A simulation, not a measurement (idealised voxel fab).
This section sets out a process module, namely voxel ribs on slabs.
Xsec cut, 165 nm wide, square cell size 5 nm.
Cross-section format: a grid of square cells, given as bands from top to bottom; each band is one or more rows of cells. This entry defines a band. It first specifies the height of the band's top and the height of its bottom in nm, and then specifies the band's materials from left to right, stating each material with its width in nm. The word "everywhere" identifies a single material that fills the band from edge to edge, while the word "empty" identifies empty space. Basically, 0 is our baseline, since under it the wafer straight out of the box is all one material. The bottom band has no lower end and keeps on going down, so it looks like "top 0, no bottom". So if you see something like "30 to 40" for the width, read it as the top row of the band sitting at the first number and the bottom row at the second, with every row in between moving by the same amount as the last. "stayed the same" for a step: no cell of the cross-section changed in that step. If an empty space has no open way to the top and is at least 8 cells in size, "Unvented cavities" lists it, written width x height at distance, where distance is measured from the left edge and every value is in nm. Heads up: the bit after the settings on a step's line is the simulator's remark on that step. overlay nm: mask right of planned place by this much (step with mask). Neg. = left.
Here's what the planned process steps look like:
- 1: op RECEIVE | material Si
- 2: op DIRECTIONAL_DEP | material SiO2 | thk nm 20
- 3: op DIRECTIONAL_DEP | material polySi | thk nm 20
- 4: op PATTERN | tone cover | mask id RIB | material resist | width nm 15 | thk nm 15 | overlay nm 0
- 5: op DIRECTIONAL_ETCH | etch materials polySi | depth nm 15
- 6: op STRIP | etch materials resist
- 7: op DIRECTIONAL_DEP | material aC | thk nm 15
- 8: op PATTERN | tone cover | mask id SLAB | material resist | width nm 55 | thk nm 30 | overlay nm -15
- 9: op DIRECTIONAL_ETCH | etch materials aC | depth nm 15
- 10: op STRIP | etch materials resist
- 11: op DIRECTIONAL_ETCH | etch materials polySi | depth nm 5
- 12: op STRIP | etch materials aC
- 13: op FILL_DEP | material SiO2 | thk nm 30
- 14: op CMP | height nm 60
- 15: op DIRECTIONAL_DEP | material W | thk nm 5
- 16: op DIRECTIONAL_DEP | material aC | thk nm 15
- 17: op PATTERN | tone cover | mask id HEATER | material resist | width nm 25 | thk nm 35 | overlay nm 0
- 18: op DIRECTIONAL_ETCH | etch materials aC | depth nm 15
- 19: op STRIP | etch materials resist
- 20: op DIRECTIONAL_ETCH | etch materials W | depth nm 5
- 21: op STRIP | etch materials aC
- 22: op CONFORMAL_DEP | material SiO2 | thk nm 5
Every wafer here starts from the same state; it is the step 8 overlay nm that distinguishes them, and the value the plan gives belongs to the first wafer.
Cross-section of the first of several received wafers, showing its state after step 1:
- top 0, no bottom = Si everywhere
- Unvented cavities: none
First of several wafers: cross-section at the end of the module, after step 22, its last step:
- top 70, bottom 65 = 65 of empty | 35 of SiO2 | 65 of empty
- top 65, bottom 60 = 70 of SiO2 | 25 of W | 70 of SiO2
- top 60, bottom 40 = SiO2 everywhere
- top 40, bottom 25 = 75 of SiO2 | 15 of polySi | 75 of SiO2
- top 25, bottom 20 = 40 of SiO2 | 55 of polySi | 70 of SiO2
- top 20, bottom 0 = SiO2 everywhere
- top 0, no bottom = Si everywhere
- Unvented cavities: none
Cross-section at module completion, last wafer:
- top 70, bottom 65 = 65 of empty | 35 of SiO2 | 65 of empty
- top 65, bottom 60 = 70 of SiO2 | 25 of W | 70 of SiO2
- top 60, bottom 40 = SiO2 everywhere
- top 40, bottom 25 = 75 of SiO2 | 15 of polySi | 75 of SiO2
- top 25, bottom 20 = 70 of SiO2 | 55 of polySi | 40 of SiO2
- top 20, bottom 0 = SiO2 everywhere
- top 0, no bottom = Si everywhere
- Unvented cavities: none
Basically each wafer gets a line in the table, showing it at the end of the module: material by material, the cells it gained (+) or lost (-) since we got it, then its closed voids:
overlay nm -15, +411 SiO2, +5 W, +20 polySi, Unvented cavities: none
overlay nm -10, +411 SiO2, +5 W, +20 polySi, Unvented cavities: none
overlay nm -5, +411 SiO2, +5 W, +20 polySi, Unvented cavities: none
overlay nm 0, +411 SiO2, +5 W, +20 polySi, Unvented cavities: none
overlay nm 5, +411 SiO2, +5 W, +20 polySi, Unvented cavities: none
overlay nm 10, +411 SiO2, +5 W, +20 polySi, Unvented cavities: none
overlay nm 15, +411 SiO2, +5 W, +20 polySi, Unvented cavities: none
